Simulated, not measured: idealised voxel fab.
This section sets out a process module, namely voxel transistor to metal.
Shown is cross-section cut, with a width of 265 nm and square cells of size 5 nm.
Reading order for cross-sections: top band down to bottom band. Underlying form: a grid of square cells. Band size: one or more rows of cells. Heights first: top, then bottom, in nm. Then materials, left to right, each with a width in nm. "edge to edge" on a single material: fills the band edge to edge. "blank": empty space. Height datum 0, below which the as-received substrate wafer is one material. Lowest band open at the bottom, running downward: "z 0 and below". The notation "30 to 40" denotes a width that varies across the rows of cells in the band, beginning at the first number in the top row, finishing at the second number in the bottom row, and changing by an identical amount from each row to the next. Reading "nothing altered" for a step: not a cell of the cross-section changed in it. The entry "Closed void roster" lists the empty spaces that cover at least 8 cells and have no open path to the top. Each is written as width x height at distance, where the distance is measured from the left edge and all three values are in nm. On a step's line, text after the settings is the simulator commenting on that step. overlay nm: how far to the right of its planned place the mask lay on this masked step (negative: to the left).

Listed below are the process steps as planned
1 RECEIVE,material Si
2 OXIDIZE,depth nm 5
3 CONFORMAL_DEP,material SiN,thk nm 10
4 DIRECTIONAL_DEP,material aC,thk nm 15
5 PATTERN,tone cover,mask id ACTIVE,material resist,width nm 95,pitch nm 120,thk nm 30,overlay nm 0
6 DIRECTIONAL_ETCH,etch materials aC,depth nm 15
7 STRIP,etch materials resist
8 DIRECTIONAL_ETCH,etch materials SiN,depth nm 10
9 DIRECTIONAL_ETCH,etch materials SiO2,depth nm 5
10 DIRECTIONAL_ETCH,etch materials Si,depth nm 25
11 STRIP,etch materials aC
12 FILL_DEP,material SiO2,thk nm 10
13 CMP,height nm 10
14 SELECTIVE_ETCH,etch materials SiO2,depth nm 10
15 STRIP,etch materials SiN
16 SELECTIVE_ETCH,etch materials SiO2,depth nm 5
17 OXIDIZE,depth nm 5
18 DIRECTIONAL_DEP,material polySi,thk nm 30
19 DIRECTIONAL_DEP,material SiCN,thk nm 15
20 PATTERN,tone cover,mask id GATE,material resist,width nm 25,pitch nm 120,thk nm 20,overlay nm 0
21 DIRECTIONAL_ETCH,etch materials SiCN,depth nm 25
22 DIRECTIONAL_ETCH,etch materials polySi,depth nm 40
23 STRIP,etch materials resist
24 CONFORMAL_DEP,material SiN,thk nm 10
25 DIRECTIONAL_ETCH,etch materials SiN,depth nm 10
26 DIRECTIONAL_ETCH,etch materials SiO2,depth nm 5
27 DIRECTIONAL_ETCH,etch materials Si,depth nm 10
28 EPI,material pSi,thk nm 15
29 FILL_DEP,material SiO2,thk nm 10
30 CMP,height nm 40
31 DIRECTIONAL_DEP,material SiO2,thk nm 15
32 PATTERN,tone open,mask id CONTACT,material resist,width nm 25,pitch nm 60,thk nm 15,overlay nm 0
33 DIRECTIONAL_ETCH,etch materials SiO2,depth nm 60
34 STRIP,etch materials resist
35 CONFORMAL_DEP,material TiN,thk nm 5
36 FILL_DEP,material W,thk nm 5
37 CMP,height nm 55
38 CONFORMAL_DEP,material SiN,thk nm 5
39 DIRECTIONAL_DEP,material lowk,thk nm 20
40 PATTERN,tone open,mask id METAL_1,material resist,width nm 15,thk nm 20,overlay nm 0
41 DIRECTIONAL_ETCH,etch materials lowk,depth nm 20
42 DIRECTIONAL_ETCH,etch materials SiN,depth nm 5
43 STRIP,etch materials resist
44 CONFORMAL_DEP,material TiN,thk nm 5
45 FILL_DEP,material W,thk nm 10
46 CMP,height nm 80
47 CONFORMAL_DEP,material SiCN,thk nm 5
48 DIRECTIONAL_DEP,material SiO2,thk nm 30
49 MASKED_ETCH,tone open,mask id METAL_2,width nm 15,pitch nm 120,etch materials SiO2,depth nm 20,overlay nm 0
50 DIRECTIONAL_DEP,material aC,thk nm 10
51 PATTERN,tone open,mask id METAL_2_HOLES,material resist,width nm 15,pitch nm 120,thk nm 30,overlay nm 0
52 DIRECTIONAL_ETCH,etch materials aC,depth nm 10
53 STRIP,etch materials resist
54 DIRECTIONAL_ETCH,etch materials SiO2,depth nm 10
55 DIRECTIONAL_ETCH,etch materials SiCN,depth nm 5
56 STRIP,etch materials aC
57 CONFORMAL_DEP,material TiN,thk nm 5
58 FILL_DEP,material Cu,thk nm 10
59 CMP,height nm 115
60 CONFORMAL_DEP,material SiN,thk nm 5

First wafer out of two, processed as planned

Here's what the wafer looked like in cross-section when it arrived - that's after step 1
  z 0 and below = Si edge to edge
  Closed void roster: none

Cross-section through the wafer, step 2 finished
  z 0 to -5 = SiO2 edge to edge
  Anything lower than -5 is untouched.

Cross-section through the wafer, step 3 finished
  z 10 to 0 = SiN edge to edge
  Anything lower than 0 is untouched.

Cross-section through the wafer, step 4 finished
  z 25 to 10 = aC edge to edge
  Anything lower than 10 is untouched.

Cross-section through the wafer, step 5 finished
  z 55 to 25 = blank: 25 | resist: 95 | blank: 25 | resist: 95 | blank: 25
  Anything lower than 25 is untouched.

Cross-section through the wafer, step 6 finished
  z 40 to 25 = blank: 25 | resist: 95 | blank: 25 | resist: 95 | blank: 25
  z 25 to 10 = blank: 25 | aC: 95 | blank: 25 | aC: 95 | blank: 25
  Anything lower than 10 is untouched.

Cross-section through the wafer, step 7 finished
  z 25 to 10 = blank: 25 | aC: 95 | blank: 25 | aC: 95 | blank: 25
  Anything lower than 10 is untouched.

Cross-section through the wafer, step 8 finished
  z 25 to 10 = blank: 25 | aC: 95 | blank: 25 | aC: 95 | blank: 25
  z 10 to 0 = blank: 25 | SiN: 95 | blank: 25 | SiN: 95 | blank: 25
  Anything lower than 0 is untouched.

Cross-section through the wafer, step 9 finished
  z 25 to 10 = blank: 25 | aC: 95 | blank: 25 | aC: 95 | blank: 25
  z 10 to 0 = blank: 25 | SiN: 95 | blank: 25 | SiN: 95 | blank: 25
  z 0 to -5 = blank: 25 | SiO2: 95 | blank: 25 | SiO2: 95 | blank: 25
  Anything lower than -5 is untouched.

Cross-section through the wafer, step 10 finished
  z 25 to 10 = blank: 25 | aC: 95 | blank: 25 | aC: 95 | blank: 25
  z 10 to 0 = blank: 25 | SiN: 95 | blank: 25 | SiN: 95 | blank: 25
  z 0 to -5 = blank: 25 | SiO2: 95 | blank: 25 | SiO2: 95 | blank: 25
  z -5 to -30 = blank: 25 | Si: 95 | blank: 25 | Si: 95 | blank: 25
  Anything lower than -30 is untouched.

Cross-section through the wafer, step 11 finished
  z 10 to 0 = blank: 25 | SiN: 95 | blank: 25 | SiN: 95 | blank: 25
  Anything lower than 0 is untouched.

Cross-section through the wafer, step 12 finished
  z 20 to 10 = SiO2 edge to edge
  z 10 to 0 = SiO2: 25 | SiN: 95 | SiO2: 25 | SiN: 95 | SiO2: 25
  z 0 to -5 = SiO2 edge to edge
  z -5 to -30 = SiO2: 25 | Si: 95 | SiO2: 25 | Si: 95 | SiO2: 25
  Anything lower than -30 is untouched.

Cross-section through the wafer, step 13 finished
  z 10 to 0 = SiO2: 25 | SiN: 95 | SiO2: 25 | SiN: 95 | SiO2: 25
  Anything lower than 0 is untouched.

Cross-section through the wafer, step 14 finished
  z 10 to 0 = blank: 25 | SiN: 95 | blank: 25 | SiN: 95 | blank: 25
  Anything lower than 0 is untouched.

Cross-section through the wafer, step 15 finished
  z 0 to -5 = SiO2 edge to edge
  Anything lower than -5 is untouched.

Cross-section through the wafer, step 16 finished
  z -5 to -30 = SiO2: 25 | Si: 95 | SiO2: 25 | Si: 95 | SiO2: 25
  Anything lower than -30 is untouched.

Cross-section through the wafer, step 17 finished
  z -5 to -10 = SiO2 edge to edge
  Anything lower than -10 is untouched.

Cross-section through the wafer, step 18 finished
  z 25 to -5 = polySi edge to edge
  Anything lower than -5 is untouched.

Cross-section through the wafer, step 19 finished
  z 40 to 25 = SiCN edge to edge
  Anything lower than 25 is untouched.

Cross-section through the wafer, step 20 finished
  z 60 to 40 = blank: 60 | resist: 25 | blank: 95 | resist: 25 | blank: 60
  Anything lower than 40 is untouched.

Cross-section through the wafer, step 21 finished
  z 60 to 40 = blank: 60 | resist: 25 | blank: 95 | resist: 25 | blank: 60
  z 40 to 25 = blank: 60 | SiCN: 25 | blank: 95 | SiCN: 25 | blank: 60
  Anything lower than 25 is untouched.

Cross-section through the wafer, step 22 finished
  z 60 to 40 = blank: 60 | resist: 25 | blank: 95 | resist: 25 | blank: 60
  z 40 to 25 = blank: 60 | SiCN: 25 | blank: 95 | SiCN: 25 | blank: 60
  z 25 to -5 = blank: 60 | polySi: 25 | blank: 95 | polySi: 25 | blank: 60
  Anything lower than -5 is untouched.

Cross-section through the wafer, step 23 finished
  z 40 to 25 = blank: 60 | SiCN: 25 | blank: 95 | SiCN: 25 | blank: 60
  Anything lower than 25 is untouched.

Cross-section through the wafer, step 24 finished
  z 50 to 40 = blank: 50 | SiN: 45 | blank: 75 | SiN: 45 | blank: 50
  z 40 to 25 = blank: 50 | SiN: 10 | SiCN: 25 | SiN: 10 | blank: 75 | SiN: 10 | SiCN: 25 | SiN: 10 | blank: 50
  z 25 to 5 = blank: 50 | SiN: 10 | polySi: 25 | SiN: 10 | blank: 75 | SiN: 10 | polySi: 25 | SiN: 10 | blank: 50
  z 5 to -5 = SiN: 60 | polySi: 25 | SiN: 95 | polySi: 25 | SiN: 60
  Anything lower than -5 is untouched.

Cross-section through the wafer, step 25 finished
  z 40 to 25 = blank: 50 | SiN: 10 | SiCN: 25 | SiN: 10 | blank: 75 | SiN: 10 | SiCN: 25 | SiN: 10 | blank: 50
  z 25 to -5 = blank: 50 | SiN: 10 | polySi: 25 | SiN: 10 | blank: 75 | SiN: 10 | polySi: 25 | SiN: 10 | blank: 50
  Anything lower than -5 is untouched.

Cross-section through the wafer, step 26 finished
  z 40 to 25 = blank: 50 | SiN: 10 | SiCN: 25 | SiN: 10 | blank: 75 | SiN: 10 | SiCN: 25 | SiN: 10 | blank: 50
  z 25 to -5 = blank: 50 | SiN: 10 | polySi: 25 | SiN: 10 | blank: 75 | SiN: 10 | polySi: 25 | SiN: 10 | blank: 50
  z -5 to -10 = blank: 50 | SiO2: 45 | blank: 75 | SiO2: 45 | blank: 50
  Anything lower than -10 is untouched.

Cross-section through the wafer, step 27 finished
  z 40 to 25 = blank: 50 | SiN: 10 | SiCN: 25 | SiN: 10 | blank: 75 | SiN: 10 | SiCN: 25 | SiN: 10 | blank: 50
  z 25 to -5 = blank: 50 | SiN: 10 | polySi: 25 | SiN: 10 | blank: 75 | SiN: 10 | polySi: 25 | SiN: 10 | blank: 50
  z -5 to -10 = blank: 50 | SiO2: 45 | blank: 75 | SiO2: 45 | blank: 50
  z -10 to -20 = SiO2: 25 | blank: 25 | Si: 45 | blank: 25 | SiO2: 25 | blank: 25 | Si: 45 | blank: 25 | SiO2: 25
  Anything lower than -20 is untouched.

Cross-section through the wafer, step 28 finished
  z 40 to 25 = blank: 50 | SiN: 10 | SiCN: 25 | SiN: 10 | blank: 75 | SiN: 10 | SiCN: 25 | SiN: 10 | blank: 50
  z 25 to 5 = blank: 50 | SiN: 10 | polySi: 25 | SiN: 10 | blank: 75 | SiN: 10 | polySi: 25 | SiN: 10 | blank: 50
  z 5 to -5 = blank: 35 | pSi: 15 | SiN: 10 | polySi: 25 | SiN: 10 | pSi: 15 | blank: 45 | pSi: 15 | SiN: 10 | polySi: 25 | SiN: 10 | pSi: 15 | blank: 35
  z -5 to -10 = blank: 20 | pSi: 30 | SiO2: 45 | pSi: 30 | blank: 15 | pSi: 30 | SiO2: 45 | pSi: 30 | blank: 20
  z -10 to -20 = SiO2: 25 | pSi: 25 | Si: 45 | pSi: 25 | SiO2: 25 | pSi: 25 | Si: 45 | pSi: 25 | SiO2: 25
  Anything lower than -20 is untouched.

Cross-section through the wafer, step 29 finished
  z 50 to 40 = SiO2 edge to edge
  z 40 to 25 = SiO2: 50 | SiN: 10 | SiCN: 25 | SiN: 10 | SiO2: 75 | SiN: 10 | SiCN: 25 | SiN: 10 | SiO2: 50
  z 25 to 5 = SiO2: 50 | SiN: 10 | polySi: 25 | SiN: 10 | SiO2: 75 | SiN: 10 | polySi: 25 | SiN: 10 | SiO2: 50
  z 5 to -5 = SiO2: 35 | pSi: 15 | SiN: 10 | polySi: 25 | SiN: 10 | pSi: 15 | SiO2: 45 | pSi: 15 | SiN: 10 | polySi: 25 | SiN: 10 | pSi: 15 | SiO2: 35
  z -5 to -10 = SiO2: 20 | pSi: 30 | SiO2: 45 | pSi: 30 | SiO2: 15 | pSi: 30 | SiO2: 45 | pSi: 30 | SiO2: 20
  Anything lower than -10 is untouched.

Cross-section through the wafer, step 30 finished
  z 40 to 25 = SiO2: 50 | SiN: 10 | SiCN: 25 | SiN: 10 | SiO2: 75 | SiN: 10 | SiCN: 25 | SiN: 10 | SiO2: 50
  Anything lower than 25 is untouched.

Cross-section through the wafer, step 31 finished
  z 55 to 40 = SiO2 edge to edge
  Anything lower than 40 is untouched.

Cross-section through the wafer, step 32 finished
  z 70 to 55 = resist: 30 | blank: 25 | resist: 35 | blank: 25 | resist: 35 | blank: 25 | resist: 35 | blank: 25 | resist: 30
  Anything lower than 55 is untouched.

Cross-section through the wafer, step 33 finished
  z 70 to 55 = resist: 30 | blank: 25 | resist: 35 | blank: 25 | resist: 35 | blank: 25 | resist: 35 | blank: 25 | resist: 30
  z 55 to 40 = SiO2: 30 | blank: 25 | SiO2: 35 | blank: 25 | SiO2: 35 | blank: 25 | SiO2: 35 | blank: 25 | SiO2: 30
  z 40 to 25 = SiO2: 30 | blank: 20 | SiN: 10 | SiCN: 25 | SiN: 10 | blank: 20 | SiO2: 35 | blank: 20 | SiN: 10 | SiCN: 25 | SiN: 10 | blank: 20 | SiO2: 30
  z 25 to 5 = SiO2: 30 | blank: 20 | SiN: 10 | polySi: 25 | SiN: 10 | blank: 20 | SiO2: 35 | blank: 20 | SiN: 10 | polySi: 25 | SiN: 10 | blank: 20 | SiO2: 30
  z 5 to -5 = SiO2: 30 | blank: 5 | pSi: 15 | SiN: 10 | polySi: 25 | SiN: 10 | pSi: 15 | blank: 5 | SiO2: 35 | blank: 5 | pSi: 15 | SiN: 10 | polySi: 25 | SiN: 10 | pSi: 15 | blank: 5 | SiO2: 30
  Anything lower than -5 is untouched.

Cross-section through the wafer, step 34 finished
  z 55 to 40 = SiO2: 30 | blank: 25 | SiO2: 35 | blank: 25 | SiO2: 35 | blank: 25 | SiO2: 35 | blank: 25 | SiO2: 30
  Anything lower than 40 is untouched.

Cross-section through the wafer, step 35 finished
  z 60 to 55 = TiN: 35 | blank: 15 | TiN: 45 | blank: 15 | TiN: 45 | blank: 15 | TiN: 45 | blank: 15 | TiN: 35
  z 55 to 45 = SiO2: 30 | TiN: 5 | blank: 15 | TiN: 5 | SiO2: 35 | TiN: 5 | blank: 15 | TiN: 5 | SiO2: 35 | TiN: 5 | blank: 15 | TiN: 5 | SiO2: 35 | TiN: 5 | blank: 15 | TiN: 5 | SiO2: 30
  z 45 to 40 = SiO2: 30 | TiN: 5 | blank: 10 | TiN: 10 | SiO2: 35 | TiN: 10 | blank: 10 | TiN: 5 | SiO2: 35 | TiN: 5 | blank: 10 | TiN: 10 | SiO2: 35 | TiN: 10 | blank: 10 | TiN: 5 | SiO2: 30
  z 40 to 25 = SiO2: 30 | TiN: 5 | blank: 10 | TiN: 5 | SiN: 10 | SiCN: 25 | SiN: 10 | TiN: 5 | blank: 10 | TiN: 5 | SiO2: 35 | TiN: 5 | blank: 10 | TiN: 5 | SiN: 10 | SiCN: 25 | SiN: 10 | TiN: 5 | blank: 10 | TiN: 5 | SiO2: 30
  z 25 to 10 = SiO2: 30 | TiN: 5 | blank: 10 | TiN: 5 | SiN: 10 | polySi: 25 | SiN: 10 | TiN: 5 | blank: 10 | TiN: 5 | SiO2: 35 | TiN: 5 | blank: 10 | TiN: 5 | SiN: 10 | polySi: 25 | SiN: 10 | TiN: 5 | blank: 10 | TiN: 5 | SiO2: 30
  z 10 to 5 = SiO2: 30 | TiN: 20 | SiN: 10 | polySi: 25 | SiN: 10 | TiN: 20 | SiO2: 35 | TiN: 20 | SiN: 10 | polySi: 25 | SiN: 10 | TiN: 20 | SiO2: 30
  z 5 to -5 = SiO2: 30 | TiN: 5 | pSi: 15 | SiN: 10 | polySi: 25 | SiN: 10 | pSi: 15 | TiN: 5 | SiO2: 35 | TiN: 5 | pSi: 15 | SiN: 10 | polySi: 25 | SiN: 10 | pSi: 15 | TiN: 5 | SiO2: 30
  Anything lower than -5 is untouched.

Cross-section through the wafer, step 36 finished
  z 65 to 60 = W edge to edge
  z 60 to 55 = TiN: 35 | W: 15 | TiN: 45 | W: 15 | TiN: 45 | W: 15 | TiN: 45 | W: 15 | TiN: 35
  z 55 to 45 = SiO2: 30 | TiN: 5 | W: 15 | TiN: 5 | SiO2: 35 | TiN: 5 | W: 15 | TiN: 5 | SiO2: 35 | TiN: 5 | W: 15 | TiN: 5 | SiO2: 35 | TiN: 5 | W: 15 | TiN: 5 | SiO2: 30
  z 45 to 40 = SiO2: 30 | TiN: 5 | W: 10 | TiN: 10 | SiO2: 35 | TiN: 10 | W: 10 | TiN: 5 | SiO2: 35 | TiN: 5 | W: 10 | TiN: 10 | SiO2: 35 | TiN: 10 | W: 10 | TiN: 5 | SiO2: 30
  z 40 to 25 = SiO2: 30 | TiN: 5 | W: 10 | TiN: 5 | SiN: 10 | SiCN: 25 | SiN: 10 | TiN: 5 | W: 10 | TiN: 5 | SiO2: 35 | TiN: 5 | W: 10 | TiN: 5 | SiN: 10 | SiCN: 25 | SiN: 10 | TiN: 5 | W: 10 | TiN: 5 | SiO2: 30
  z 25 to 10 = SiO2: 30 | TiN: 5 | W: 10 | TiN: 5 | SiN: 10 | polySi: 25 | SiN: 10 | TiN: 5 | W: 10 | TiN: 5 | SiO2: 35 | TiN: 5 | W: 10 | TiN: 5 | SiN: 10 | polySi: 25 | SiN: 10 | TiN: 5 | W: 10 | TiN: 5 | SiO2: 30
  Anything lower than 10 is untouched.

Cross-section through the wafer, step 37 finished
  z 55 to 45 = SiO2: 30 | TiN: 5 | W: 15 | TiN: 5 | SiO2: 35 | TiN: 5 | W: 15 | TiN: 5 | SiO2: 35 | TiN: 5 | W: 15 | TiN: 5 | SiO2: 35 | TiN: 5 | W: 15 | TiN: 5 | SiO2: 30
  Anything lower than 45 is untouched.

Cross-section through the wafer, step 38 finished
  z 60 to 55 = SiN edge to edge
  Anything lower than 55 is untouched.

Cross-section through the wafer, step 39 finished
  z 80 to 60 = lowk edge to edge
  Anything lower than 60 is untouched.

Cross-section through the wafer, step 40 finished
  z 100 to 80 = resist: 30 | blank: 15 | resist: 55 | blank: 15 | resist: 35 | blank: 15 | resist: 55 | blank: 15 | resist: 30
  Anything lower than 80 is untouched.

Cross-section through the wafer, step 41 finished
  z 100 to 80 = resist: 30 | blank: 15 | resist: 55 | blank: 15 | resist: 35 | blank: 15 | resist: 55 | blank: 15 | resist: 30
  z 80 to 60 = lowk: 30 | blank: 15 | lowk: 55 | blank: 15 | lowk: 35 | blank: 15 | lowk: 55 | blank: 15 | lowk: 30
  Anything lower than 60 is untouched.

Cross-section through the wafer, step 42 finished
  z 100 to 80 = resist: 30 | blank: 15 | resist: 55 | blank: 15 | resist: 35 | blank: 15 | resist: 55 | blank: 15 | resist: 30
  z 80 to 60 = lowk: 30 | blank: 15 | lowk: 55 | blank: 15 | lowk: 35 | blank: 15 | lowk: 55 | blank: 15 | lowk: 30
  z 60 to 55 = SiN: 30 | blank: 15 | SiN: 55 | blank: 15 | SiN: 35 | blank: 15 | SiN: 55 | blank: 15 | SiN: 30
  Anything lower than 55 is untouched.

Cross-section through the wafer, step 43 finished
  z 80 to 60 = lowk: 30 | blank: 15 | lowk: 55 | blank: 15 | lowk: 35 | blank: 15 | lowk: 55 | blank: 15 | lowk: 30
  Anything lower than 60 is untouched.

Cross-section through the wafer, step 44 finished
  z 85 to 80 = TiN: 35 | blank: 5 | TiN: 65 | blank: 5 | TiN: 45 | blank: 5 | TiN: 65 | blank: 5 | TiN: 35
  z 80 to 60 = lowk: 30 | TiN: 5 | blank: 5 | TiN: 5 | lowk: 55 | TiN: 5 | blank: 5 | TiN: 5 | lowk: 35 | TiN: 5 | blank: 5 | TiN: 5 | lowk: 55 | TiN: 5 | blank: 5 | TiN: 5 | lowk: 30
  z 60 to 55 = SiN: 30 | TiN: 15 | SiN: 55 | TiN: 15 | SiN: 35 | TiN: 15 | SiN: 55 | TiN: 15 | SiN: 30
  Anything lower than 55 is untouched.

Cross-section through the wafer, step 45 finished
  z 95 to 85 = W edge to edge
  z 85 to 80 = TiN: 35 | W: 5 | TiN: 65 | W: 5 | TiN: 45 | W: 5 | TiN: 65 | W: 5 | TiN: 35
  z 80 to 60 = lowk: 30 | TiN: 5 | W: 5 | TiN: 5 | lowk: 55 | TiN: 5 | W: 5 | TiN: 5 | lowk: 35 | TiN: 5 | W: 5 | TiN: 5 | lowk: 55 | TiN: 5 | W: 5 | TiN: 5 | lowk: 30
  Anything lower than 60 is untouched.

Cross-section through the wafer, step 46 finished
  z 80 to 60 = lowk: 30 | TiN: 5 | W: 5 | TiN: 5 | lowk: 55 | TiN: 5 | W: 5 | TiN: 5 | lowk: 35 | TiN: 5 | W: 5 | TiN: 5 | lowk: 55 | TiN: 5 | W: 5 | TiN: 5 | lowk: 30
  Anything lower than 60 is untouched.

Cross-section through the wafer, step 47 finished
  z 85 to 80 = SiCN edge to edge
  Anything lower than 80 is untouched.

Cross-section through the wafer, step 48 finished
  z 115 to 85 = SiO2 edge to edge
  Anything lower than 85 is untouched.

Cross-section through the wafer, step 49 finished
  z 115 to 95 = SiO2: 30 | blank: 15 | SiO2: 105 | blank: 15 | SiO2: 100
  Anything lower than 95 is untouched.

Cross-section through the wafer, step 50 finished
  z 125 to 115 = aC: 30 | blank: 15 | aC: 105 | blank: 15 | aC: 100
  z 115 to 105 = SiO2: 30 | blank: 15 | SiO2: 105 | blank: 15 | SiO2: 100
  z 105 to 95 = SiO2: 30 | aC: 15 | SiO2: 105 | aC: 15 | SiO2: 100
  Anything lower than 95 is untouched.

Cross-section through the wafer, step 51 finished
  z 155 to 125 = resist: 30 | blank: 15 | resist: 105 | blank: 15 | resist: 100
  Anything lower than 125 is untouched.

Cross-section through the wafer, step 52 finished
  z 145 to 125 = resist: 30 | blank: 15 | resist: 105 | blank: 15 | resist: 100
  z 125 to 115 = aC: 30 | blank: 15 | aC: 105 | blank: 15 | aC: 100
  z 115 to 95 = SiO2: 30 | blank: 15 | SiO2: 105 | blank: 15 | SiO2: 100
  Anything lower than 95 is untouched.

Cross-section through the wafer, step 53 finished
  z 125 to 115 = aC: 30 | blank: 15 | aC: 105 | blank: 15 | aC: 100
  Anything lower than 115 is untouched.

Cross-section through the wafer, step 54 finished
  z 125 to 115 = aC: 30 | blank: 15 | aC: 105 | blank: 15 | aC: 100
  z 115 to 85 = SiO2: 30 | blank: 15 | SiO2: 105 | blank: 15 | SiO2: 100
  Anything lower than 85 is untouched.

Cross-section through the wafer, step 55 finished
  z 125 to 115 = aC: 30 | blank: 15 | aC: 105 | blank: 15 | aC: 100
  z 115 to 85 = SiO2: 30 | blank: 15 | SiO2: 105 | blank: 15 | SiO2: 100
  z 85 to 80 = SiCN: 30 | blank: 15 | SiCN: 105 | blank: 15 | SiCN: 100
  Anything lower than 80 is untouched.

Cross-section through the wafer, step 56 finished
  z 115 to 85 = SiO2: 30 | blank: 15 | SiO2: 105 | blank: 15 | SiO2: 100
  Anything lower than 85 is untouched.

Cross-section through the wafer, step 57 finished
  z 120 to 115 = TiN: 35 | blank: 5 | TiN: 115 | blank: 5 | TiN: 105
  z 115 to 85 = SiO2: 30 | TiN: 5 | blank: 5 | TiN: 5 | SiO2: 105 | TiN: 5 | blank: 5 | TiN: 5 | SiO2: 100
  z 85 to 80 = SiCN: 30 | TiN: 15 | SiCN: 105 | TiN: 15 | SiCN: 100
  Anything lower than 80 is untouched.

Cross-section through the wafer, step 58 finished
  z 130 to 120 = Cu edge to edge
  z 120 to 115 = TiN: 35 | Cu: 5 | TiN: 115 | Cu: 5 | TiN: 105
  z 115 to 85 = SiO2: 30 | TiN: 5 | Cu: 5 | TiN: 5 | SiO2: 105 | TiN: 5 | Cu: 5 | TiN: 5 | SiO2: 100
  Anything lower than 85 is untouched.

Cross-section through the wafer, step 59 finished
  z 115 to 85 = SiO2: 30 | TiN: 5 | Cu: 5 | TiN: 5 | SiO2: 105 | TiN: 5 | Cu: 5 | TiN: 5 | SiO2: 100
  Anything lower than 85 is untouched.

Cross-section through the wafer, step 60 finished
  z 120 to 115 = SiN edge to edge
  Anything lower than 115 is untouched.

Second wafer: same start and same plan as the first, one execution error; identical to the first through step 45

At the planned end of step 46, the second wafer in cross-section: nothing altered

At the planned end of step 47, the second wafer in cross-section
  z 100 to 95 = SiCN edge to edge
  Anything lower than 95 is untouched.

At the planned end of step 48, the second wafer in cross-section
  z 130 to 100 = SiO2 edge to edge
  Anything lower than 100 is untouched.

At the planned end of step 49, the second wafer in cross-section
  z 130 to 110 = SiO2: 30 | blank: 15 | SiO2: 105 | blank: 15 | SiO2: 100
  Anything lower than 110 is untouched.

At the planned end of step 50, the second wafer in cross-section
  z 140 to 130 = aC: 30 | blank: 15 | aC: 105 | blank: 15 | aC: 100
  z 130 to 120 = SiO2: 30 | blank: 15 | SiO2: 105 | blank: 15 | SiO2: 100
  z 120 to 110 = SiO2: 30 | aC: 15 | SiO2: 105 | aC: 15 | SiO2: 100
  Anything lower than 110 is untouched.

At the planned end of step 51, the second wafer in cross-section
  z 170 to 140 = resist: 30 | blank: 15 | resist: 105 | blank: 15 | resist: 100
  Anything lower than 140 is untouched.

At the planned end of step 52, the second wafer in cross-section
  z 160 to 140 = resist: 30 | blank: 15 | resist: 105 | blank: 15 | resist: 100
  z 140 to 130 = aC: 30 | blank: 15 | aC: 105 | blank: 15 | aC: 100
  z 130 to 110 = SiO2: 30 | blank: 15 | SiO2: 105 | blank: 15 | SiO2: 100
  Anything lower than 110 is untouched.

At the planned end of step 53, the second wafer in cross-section
  z 140 to 130 = aC: 30 | blank: 15 | aC: 105 | blank: 15 | aC: 100
  Anything lower than 130 is untouched.

At the planned end of step 54, the second wafer in cross-section
  z 140 to 130 = aC: 30 | blank: 15 | aC: 105 | blank: 15 | aC: 100
  z 130 to 100 = SiO2: 30 | blank: 15 | SiO2: 105 | blank: 15 | SiO2: 100
  Anything lower than 100 is untouched.

At the planned end of step 55, the second wafer in cross-section
  z 140 to 130 = aC: 30 | blank: 15 | aC: 105 | blank: 15 | aC: 100
  z 130 to 100 = SiO2: 30 | blank: 15 | SiO2: 105 | blank: 15 | SiO2: 100
  z 100 to 95 = SiCN: 30 | blank: 15 | SiCN: 105 | blank: 15 | SiCN: 100
  Anything lower than 95 is untouched.

At the planned end of step 56, the second wafer in cross-section
  z 130 to 100 = SiO2: 30 | blank: 15 | SiO2: 105 | blank: 15 | SiO2: 100
  Anything lower than 100 is untouched.

At the planned end of step 57, the second wafer in cross-section
  z 135 to 130 = TiN: 35 | blank: 5 | TiN: 115 | blank: 5 | TiN: 105
  z 130 to 100 = SiO2: 30 | TiN: 5 | blank: 5 | TiN: 5 | SiO2: 105 | TiN: 5 | blank: 5 | TiN: 5 | SiO2: 100
  z 100 to 95 = SiCN: 30 | TiN: 15 | SiCN: 105 | TiN: 15 | SiCN: 100
  Anything lower than 95 is untouched.

At the planned end of step 58, the second wafer in cross-section
  z 145 to 135 = Cu edge to edge
  z 135 to 130 = TiN: 35 | Cu: 5 | TiN: 115 | Cu: 5 | TiN: 105
  z 130 to 100 = SiO2: 30 | TiN: 5 | Cu: 5 | TiN: 5 | SiO2: 105 | TiN: 5 | Cu: 5 | TiN: 5 | SiO2: 100
  Anything lower than 100 is untouched.

At the planned end of step 59, the second wafer in cross-section
  z 115 to 100 = SiO2: 30 | TiN: 5 | Cu: 5 | TiN: 5 | SiO2: 105 | TiN: 5 | Cu: 5 | TiN: 5 | SiO2: 100
  Anything lower than 100 is untouched.

At the planned end of step 60, the second wafer in cross-section
  z 120 to 115 = SiN edge to edge
  Anything lower than 115 is untouched.
Nonconformance to the process plan: step 46 of the plan was bypassed and not carried out
Final comparison by cell count, materials where the second wafer has more or fewer than the first: 6 fewer of Cu | 141 fewer of SiO2 | 37 more of TiN | 110 more of W
